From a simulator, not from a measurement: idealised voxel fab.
process module | voxel plated lines
245 nm wide, 5 nm square cells: that's cross-section cut.
In this document a cross-section is written as a grid of square cells. It is given as a series of bands, listed from the top down, and a band is one or more rows of cells.
Per band: top height and bottom height in nm, followed by the left-to-right materials and their widths in nm; "full width" marks a single material spanning edge to edge, "blank" marks empty space.
Where do heights start? At 0: under that level the wafer as delivered is made of one material only. And the lowest band has no floor; it just carries on downward, as in "0..down".
Quick explanation for "30 to 40": the width changes in equal steps down the rows of cells, from the first number in the band's top row to the second number in its bottom row.
The cross-section has no changed cell in any step marked "no change".
For the entry "Fully enclosed voids", the listed items are empty spaces with no open way to the top whose size is 8 cells or more; each item follows the pattern width x height at distance, where distance is from the left edge and all three are in nm.
Note: text after step settings on the step line = simulator remark on that step.
overlay nm: right-of-plan distance of the mask on a masked step; negative values mean left-of-plan.

### Process steps (planned)
1: RECEIVE [material Si]
2: CONFORMAL_DEP [material SiN] [thk nm 15]
3: DIRECTIONAL_DEP [material TiN] [thk nm 5]
4: PATTERN [tone open] [mask id LINES] [material resist] [width nm 15] [pitch nm 35] [thk nm 40] [overlay nm 0]
5: EPI [material Ru] [thk nm 5]
6: EPI [material Ru] [thk nm 5]
7: EPI [material Ru] [thk nm 5]
8: STRIP [etch materials resist]
9: DIRECTIONAL_ETCH [etch materials TiN] [depth nm 5]
10: CONFORMAL_DEP [material SiN] [thk nm 10]

### as received, after step 1
	0..down | Si full width
	Fully enclosed voids: none

### Post-module cross-section of the first of two wafers (run per plan)
	45..35 | blank (70)  SiN (105)  blank (70)
	35..25 | blank (70)  SiN (10)  Ru (15)  SiN (20)  Ru (15)  SiN (20)  Ru (15)  SiN (10)  blank (70)
	25..20 | SiN (80)  Ru (15)  SiN (20)  Ru (15)  SiN (20)  Ru (15)  SiN (80)
	20..15 | SiN (80)  TiN (15)  SiN (20)  TiN (15)  SiN (20)  TiN (15)  SiN (80)
	15..0 | SiN full width
	0..down | Si full width
	Fully enclosed voids: none

### Cross-section, wafer two of two, end of module: same start and plan as wafer one, one error in execution
	60..50 | blank (70)  SiN (105)  blank (70)
	50..40 | blank (70)  SiN (10)  Ru (15)  SiN (20)  Ru (15)  SiN (20)  Ru (15)  SiN (10)  blank (70)
	40..35 | SiN (80)  Ru (15)  SiN (20)  Ru (15)  SiN (20)  Ru (15)  SiN (80)
	35..30 | SiN (80)  TiN (15)  SiN (20)  TiN (15)  SiN (20)  TiN (15)  SiN (80)
	30..0 | SiN full width
	0..down | Si full width
	Fully enclosed voids: none
what went wrong: the plan's step 2 ran twice
In the final state, the cell counts of the second wafer exceed or fall short of those of the first for the following materials: SiN: 147 more
